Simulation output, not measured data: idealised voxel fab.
The process module presented herein is designated voxel trench capacitor.
It is cross-section cut that appears here, measuring 225 nm in width, its square cells being 5 nm in size.
When this document writes out a cross-section, it uses a grid of square cells and lists it as bands, beginning at the top and moving down, with a band standing for one or more rows of cells. Band: top and bottom heights (nm) first, top before bottom; then materials from left to right, widths in nm. "edge to edge" marks a sole material filling the band edge to edge. "blank" denotes empty space. Below 0: as-received wafer, all one material; heights counted from there. Lowest band: no bottom, goes on down, written "0 down". The width entry "30->40" should be interpreted row by row: the top row of cells in the band takes the first number, the bottom row takes the second number, and the change between adjacent rows is uniform throughout. "no modifications", as given for a step, is the statement that not any cell of the cross-section underwent a change during that step. "Sealed internal cavities": sealed empty spaces, 8 cells or more, no open way to top, listed width x height at distance, with distance from the left edge and width, height and distance in nm. Where a step's line continues beyond its settings, the continuation is a remark by the simulator itself on that step. A step's line can hold "overlay nm"; with a mask on that step, the setting says how far right of the planned place the mask lay, while a negative setting says it lay to the left.
# List of planned process steps
| 1 | RECEIVE with material Si |
| 2 | CONFORMAL_DEP with material SiN, thk nm 5 |
| 3 | PATTERN with tone open, mask id TRENCH, material resist, width nm 30, pitch nm 55, thk nm 20, overlay nm 0 |
| 4 | DIRECTIONAL_ETCH with etch materials SiN, depth nm 5 |
| 5 | DIRECTIONAL_ETCH with etch materials Si, depth nm 35 |
| 6 | STRIP with etch materials resist |
| 7 | CONFORMAL_DEP with material Al2O3, thk nm 5 |
| 8 | CONFORMAL_DEP with material TiN, thk nm 5 |
| 9 | FILL_DEP with material W, thk nm 5 |
| 10 | CMP with height nm -5 |
Every wafer here starts from the same state; it is the step 10 height nm that distinguishes them, and the value the plan gives belongs to the first wafer.
# As-received cross-section, first of several wafers, post step 1
	0 down | Si edge to edge
	Sealed internal cavities: none
# Cross-sectional representation of the first of several wafers at the end of the module, i.e. after its terminal step, step 10
	-5 to -25 | Si (40); Al2O3 (5); TiN (5); W (10); TiN (5); Al2O3 (5); Si (25); Al2O3 (5); TiN (5); W (10); TiN (5); Al2O3 (5); Si (25); Al2O3 (5); TiN (5); W (10); TiN (5); Al2O3 (5); Si (45)
	-25 to -30 | Si (40); Al2O3 (5); TiN (20); Al2O3 (5); Si (25); Al2O3 (5); TiN (20); Al2O3 (5); Si (25); Al2O3 (5); TiN (20); Al2O3 (5); Si (45)
	-30 to -35 | Si (40); Al2O3 (30); Si (25); Al2O3 (30); Si (25); Al2O3 (30); Si (45)
	-35 down | Si edge to edge
	Sealed internal cavities: none
# last wafer at the end
	20 to 15 | W edge to edge
	15 to 10 | TiN (50); W (10); TiN (45); W (10); TiN (45); W (10); TiN (55)
	10 to 5 | Al2O3 (45); TiN (5); W (10); TiN (5); Al2O3 (35); TiN (5); W (10); TiN (5); Al2O3 (35); TiN (5); W (10); TiN (5); Al2O3 (50)
	5 to 0 | SiN (40); Al2O3 (5); TiN (5); W (10); TiN (5); Al2O3 (5); SiN (25); Al2O3 (5); TiN (5); W (10); TiN (5); Al2O3 (5); SiN (25); Al2O3 (5); TiN (5); W (10); TiN (5); Al2O3 (5); SiN (45)
	0 to -25 | Si (40); Al2O3 (5); TiN (5); W (10); TiN (5); Al2O3 (5); Si (25); Al2O3 (5); TiN (5); W (10); TiN (5); Al2O3 (5); Si (25); Al2O3 (5); TiN (5); W (10); TiN (5); Al2O3 (5); Si (45)
	-25 to -30 | Si (40); Al2O3 (5); TiN (20); Al2O3 (5); Si (25); Al2O3 (5); TiN (20); Al2O3 (5); Si (25); Al2O3 (5); TiN (20); Al2O3 (5); Si (45)
	-30 to -35 | Si (40); Al2O3 (30); Si (25); Al2O3 (30); Si (25); Al2O3 (30); Si (45)
	-35 down | Si edge to edge
	Sealed internal cavities: none
# Note: the following table is arranged by wafer, a row apiece. Each row reports the end-of-module state: per material, cells gained (+) or cells lost (-) compared with the wafer as received; closed voids follow
height nm -5 | +48 Al2O3 | -153 Si | +36 TiN | +24 W | Sealed internal cavities: none
height nm 0 | +54 Al2O3 | -126 Si | +42 TiN | +30 W | Sealed internal cavities: none
height nm 5 | +60 Al2O3 | -126 Si | +27 SiN | +48 TiN | +36 W | Sealed internal cavities: none
height nm 10 | +93 Al2O3 | -126 Si | +27 SiN | +54 TiN | +42 W | Sealed internal cavities: none
height nm 15 | +93 Al2O3 | -126 Si | +27 SiN | +93 TiN | +48 W | Sealed internal cavities: none
height nm 20 | +93 Al2O3 | -126 Si | +27 SiN | +93 TiN | +93 W | Sealed internal cavities: none
